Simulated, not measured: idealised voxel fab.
This section sets out a process module, namely voxel transistor to metal.
Cross-section cut: width 300 nm, square cells of 5 nm.
We lay out every cross-section as a grid of square cells and spell it out in bands from the top down, where one band means one or more rows of cells.
Per band: top height and bottom height in nm, followed by the left-to-right materials and their widths in nm; "everywhere" marks a single material spanning edge to edge, "air" marks empty space.
All heights in this document are referenced to 0, defined as the level beneath which the wafer, as received, consists entirely of one material. The lowest band is not bounded below; it extends indefinitely downward and is written in the form "z 0 and below".
Think of "30->40" as a width that walks from the first number to the second as you go down the band, top row to bottom row, taking equal-sized steps from row to row.
When a step is marked "nothing changed", none of the cells in the cross-section changed during that step.
Reported under the label "Trapped void list" are the empty spaces having no open way to the top and comprising 8 cells or more; the notation for each is width x height at distance, in which the distance is measured from the left edge and all three values are in nm.
Formally, on a step line, whatever follows the settings is a remark that the simulator itself makes on the step.
"overlay nm" on a masked step: distance the mask lay right of its planned place, negative for left.

-- List of planned process steps
1. RECEIVE [material Si]
2. OXIDIZE [depth nm 5]
3. CONFORMAL_DEP [material SiN] [thk nm 10]
4. MASKED_ETCH [tone cover] [mask id ACTIVE] [width nm 105] [pitch nm 130] [etch materials SiN] [depth nm 10] [overlay nm 0]
5. MASKED_ETCH [tone cover] [mask id ACTIVE] [width nm 105] [pitch nm 130] [etch materials SiO2] [depth nm 5] [overlay nm 0]
6. MASKED_ETCH [tone cover] [mask id ACTIVE] [width nm 105] [pitch nm 130] [etch materials Si] [depth nm 30] [overlay nm 0]
7. FILL_DEP [material SiO2] [thk nm 15]
8. CMP [height nm 10]
9. SELECTIVE_ETCH [etch materials SiO2] [depth nm 5]
10. STRIP [etch materials SiN]
11. SELECTIVE_ETCH [etch materials SiO2] [depth nm 5]
12. OXIDIZE [depth nm 5]
13. DIRECTIONAL_DEP [material polySi] [thk nm 30]
14. DIRECTIONAL_DEP [material SiCN] [thk nm 15]
15. MASKED_ETCH [tone cover] [mask id GATE] [width nm 15] [pitch nm 130] [etch materials SiCN] [depth nm 25] [overlay nm 0]
16. MASKED_ETCH [tone cover] [mask id GATE] [width nm 15] [pitch nm 130] [etch materials polySi] [depth nm 40] [overlay nm 0]
17. CONFORMAL_DEP [material SiN] [thk nm 10]
18. DIRECTIONAL_ETCH [etch materials SiN] [depth nm 10]
19. DIRECTIONAL_ETCH [etch materials SiO2] [depth nm 5]
20. EPI [material SiGe] [thk nm 5]
21. FILL_DEP [material SiO2] [thk nm 5]
22. CMP [height nm 40]
23. DIRECTIONAL_DEP [material SiO2] [thk nm 10]
24. DIRECTIONAL_DEP [material aC] [thk nm 10]
25. PATTERN [tone open] [mask id CONTACT] [material resist] [width nm 30] [thk nm 25] [overlay nm 0]
26. DIRECTIONAL_ETCH [etch materials aC] [depth nm 10]
27. STRIP [etch materials resist]
28. DIRECTIONAL_ETCH [etch materials SiO2] [depth nm 55]
29. STRIP [etch materials aC]
30. CONFORMAL_DEP [material TiN] [thk nm 5]
31. FILL_DEP [material W] [thk nm 5]
32. CMP [height nm 50]
33. CONFORMAL_DEP [material SiN] [thk nm 5]
34. DIRECTIONAL_DEP [material lowk] [thk nm 25]
35. DIRECTIONAL_DEP [material aC] [thk nm 15]
36. PATTERN [tone open] [mask id METAL_1] [material resist] [width nm 20] [pitch nm 65] [thk nm 35] [overlay nm 0]
37. DIRECTIONAL_ETCH [etch materials aC] [depth nm 15]
38. STRIP [etch materials resist]
39. DIRECTIONAL_ETCH [etch materials lowk] [depth nm 25]
40. DIRECTIONAL_ETCH [etch materials SiN] [depth nm 5]
41. STRIP [etch materials aC]
42. CONFORMAL_DEP [material TiN] [thk nm 5]
43. FILL_DEP [material Ru] [thk nm 10]
44. CMP [height nm 80]
45. EPI [material Ru] [thk nm 5]
46. FILL_DEP [material SiCN] [thk nm 5]
Keep in mind the plan's value for the width nm of step 15 comes from the first wafer; the wafers don't share that setting, but they do share the same starting point.

-- Cross-section: the first of several wafers in its as-received state, i.e. following step 1
z 0 and below: Si everywhere
Trapped void list: none

-- Each row below is a wafer at the end of the module, listing for every material the number of cells it has gained (+) or lost (-) since it was received, followed by its closed voids
width nm 15; +64 Ru; -210 Si; +114 SiCN; +24 SiGe; +124 SiN; +424 SiO2; +160 TiN; +124 W; +220 lowk; +36 polySi; Trapped void list: none
width nm 20; +64 Ru; -210 Si; +120 SiCN; +22 SiGe; +124 SiN; +426 SiO2; +160 TiN; +106 W; +220 lowk; +48 polySi; Trapped void list: none
width nm 25; +64 Ru; -210 Si; +126 SiCN; +20 SiGe; +124 SiN; +428 SiO2; +160 TiN; +88 W; +220 lowk; +60 polySi; Trapped void list: none
width nm 30; +64 Ru; -210 Si; +132 SiCN; +18 SiGe; +124 SiN; +430 SiO2; +160 TiN; +70 W; +220 lowk; +72 polySi; Trapped void list: none
